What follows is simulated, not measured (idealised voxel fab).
Module name: voxel fin reveal (process module)
Displayed cross-section: cut, width of 245 nm, square cells sized 5 nm.
Format of a cross-section: grid, square cells. Given as bands. Order: top down. Band: one or more rows of cells. The entry gives the band's vertical extent as a top height and a bottom height in nm, then its horizontal make-up as materials from left to right, each with a width in nm. "air" stands for empty space; a single material marked "full width" fills the band edge to edge. The level at which height equals 0 is the one under which the wafer, as it arrives, is entirely one material. No lower edge exists for the bottom band, which continues downward and is notated as in "0..down". The two numbers in a width such as "30 to 40" mark its ends across the band: the first belongs to the top row of cells, the second to the bottom row, and from each row to the next the width moves by the same amount. "nothing changed", as given for a step, is the statement that not any cell of the cross-section underwent a change during that step. Closed empty spaces (no open way to the top) of 8 cells or more are what "Catalogued sealed voids" lists, each as width x height at distance from the left edge, nm for all three. Read whatever lies past the settings on a step's line as the simulator's own remark about the step. The "overlay nm" setting may appear on a step's line; for a step that uses a mask, it gives how far to the right of its planned position the mask lay, and a negative value indicates the left.

Process steps - plan
step 1: op RECEIVE | material Si
step 2: op CONFORMAL_DEP | material SiN | thk nm 10
step 3: op MASKED_ETCH | tone cover | mask id FINS | width nm 15 | pitch nm 40 | etch materials SiN | depth nm 10 | overlay nm 0
step 4: op MASKED_ETCH | tone cover | mask id FINS | width nm 15 | pitch nm 40 | etch materials Si | depth nm 35 | overlay nm 0
step 5: op OXIDIZE | depth nm 5
step 6: op FILL_DEP | material SiO2 | thk nm 15
step 7: op CMP | height nm 10
step 8: op SELECTIVE_ETCH | etch materials SiO2 | depth nm 20
step 9: op STRIP | etch materials SiN
step 10: op CONFORMAL_DEP | material HfO2 | thk nm 5

The first of a set of two wafers, run to plan

As-received state of the wafer in cross-section, equivalent to post-step 1
- 0..down: Si full width
- Catalogued sealed voids: none

Upon completion of step 2, the wafer appears in cross-section as shown
- 10..0: SiN full width
- At heights below 0, the structure remains unaltered.

Upon completion of step 3, the wafer appears in cross-section as shown
- 10..0: air (55); SiN (15); air (25); SiN (15); air (25); SiN (15); air (25); SiN (15); air (55)
- At heights below 0, the structure remains unaltered.

Upon completion of step 4, the wafer appears in cross-section as shown
- 10..0: air (55); SiN (15); air (25); SiN (15); air (25); SiN (15); air (25); SiN (15); air (55)
- 0..-35: air (55); Si (15); air (25); Si (15); air (25); Si (15); air (25); Si (15); air (55)
- At heights below -35, the structure remains unaltered.

Upon completion of step 5, the wafer appears in cross-section as shown
- 10..0: air (55); SiN (15); air (25); SiN (15); air (25); SiN (15); air (25); SiN (15); air (55)
- 0..-35: air (55); SiO2 (5); Si (5); SiO2 (5); air (25); SiO2 (5); Si (5); SiO2 (5); air (25); SiO2 (5); Si (5); SiO2 (5); air (25); SiO2 (5); Si (5); SiO2 (5); air (55)
- -35..-40: SiO2 (60); Si (5); SiO2 (35); Si (5); SiO2 (35); Si (5); SiO2 (35); Si (5); SiO2 (60)
- At heights below -40, the structure remains unaltered.

Upon completion of step 6, the wafer appears in cross-section as shown
- 25..10: SiO2 full width
- 10..0: SiO2 (55); SiN (15); SiO2 (25); SiN (15); SiO2 (25); SiN (15); SiO2 (25); SiN (15); SiO2 (55)
- 0..-40: SiO2 (60); Si (5); SiO2 (35); Si (5); SiO2 (35); Si (5); SiO2 (35); Si (5); SiO2 (60)
- At heights below -40, the structure remains unaltered.

Upon completion of step 7, the wafer appears in cross-section as shown
- 10..0: SiO2 (55); SiN (15); SiO2 (25); SiN (15); SiO2 (25); SiN (15); SiO2 (25); SiN (15); SiO2 (55)
- At heights below 0, the structure remains unaltered.

Upon completion of step 8, the wafer appears in cross-section as shown
- 10..0: air (55); SiN (15); air (25); SiN (15); air (25); SiN (15); air (25); SiN (15); air (55)
- 0..-10: air (60); Si (5); air (35); Si (5); air (35); Si (5); air (35); Si (5); air (60)
- At heights below -10, the structure remains unaltered.

Upon completion of step 9, the wafer appears in cross-section as shown
- 0..-10: air (60); Si (5); air (35); Si (5); air (35); Si (5); air (35); Si (5); air (60)
- At heights below -10, the structure remains unaltered.

Upon completion of step 10, the wafer appears in cross-section as shown
- 5..0: air (55); HfO2 (15); air (25); HfO2 (15); air (25); HfO2 (15); air (25); HfO2 (15); air (55)
- 0..-5: air (55); HfO2 (5); Si (5); HfO2 (5); air (25); HfO2 (5); Si (5); HfO2 (5); air (25); HfO2 (5); Si (5); HfO2 (5); air (25); HfO2 (5); Si (5); HfO2 (5); air (55)
- -5..-10: HfO2 (60); Si (5); HfO2 (35); Si (5); HfO2 (35); Si (5); HfO2 (35); Si (5); HfO2 (60)
- At heights below -10, the structure remains unaltered.

Notes, second wafer: start = first wafer's, plan = first wafer's, execution had one mistake; history identical to first through step 1

Second wafer at the planned finish of step 2, seen in cross-section: nothing changed

Second wafer at the planned finish of step 3, seen in cross-section: nothing changed

Second wafer at the planned finish of step 4, seen in cross-section
- 0..-35: air (55); Si (15); air (25); Si (15); air (25); Si (15); air (25); Si (15); air (55)
- At heights below -35, the structure remains unaltered.

Second wafer at the planned finish of step 5, seen in cross-section
- 0..-5: air (55); SiO2 (15); air (25); SiO2 (15); air (25); SiO2 (15); air (25); SiO2 (15); air (55)
- -5..-35: air (55); SiO2 (5); Si (5); SiO2 (5); air (25); SiO2 (5); Si (5); SiO2 (5); air (25); SiO2 (5); Si (5); SiO2 (5); air (25); SiO2 (5); Si (5); SiO2 (5); air (55)
- -35..-40: SiO2 (60); Si (5); SiO2 (35); Si (5); SiO2 (35); Si (5); SiO2 (35); Si (5); SiO2 (60)
- At heights below -40, the structure remains unaltered.

Second wafer at the planned finish of step 6, seen in cross-section
- 15..-5: SiO2 full width
- -5..-40: SiO2 (60); Si (5); SiO2 (35); Si (5); SiO2 (35); Si (5); SiO2 (35); Si (5); SiO2 (60)
- At heights below -40, the structure remains unaltered.

Second wafer at the planned finish of step 7, seen in cross-section
- 10..-5: SiO2 full width
- At heights below -5, the structure remains unaltered.

Second wafer at the planned finish of step 8, seen in cross-section
- -5..-10: air (60); Si (5); air (35); Si (5); air (35); Si (5); air (35); Si (5); air (60)
- At heights below -10, the structure remains unaltered.

Second wafer at the planned finish of step 9, seen in cross-section: nothing changed

Second wafer at the planned finish of step 10, seen in cross-section
- 0..-5: air (55); HfO2 (15); air (25); HfO2 (15); air (25); HfO2 (15); air (25); HfO2 (15); air (55)
- -5..-10: HfO2 (60); Si (5); HfO2 (35); Si (5); HfO2 (35); Si (5); HfO2 (35); Si (5); HfO2 (60)
- At heights below -10, the structure remains unaltered.
Deviation from plan: the run left out plan step 2 entirely, so it was never executed
The closing comparison, in cells, has the second wafer with more or fewer of some materials than the first: 8 fewer of HfO2, 4 fewer of Si
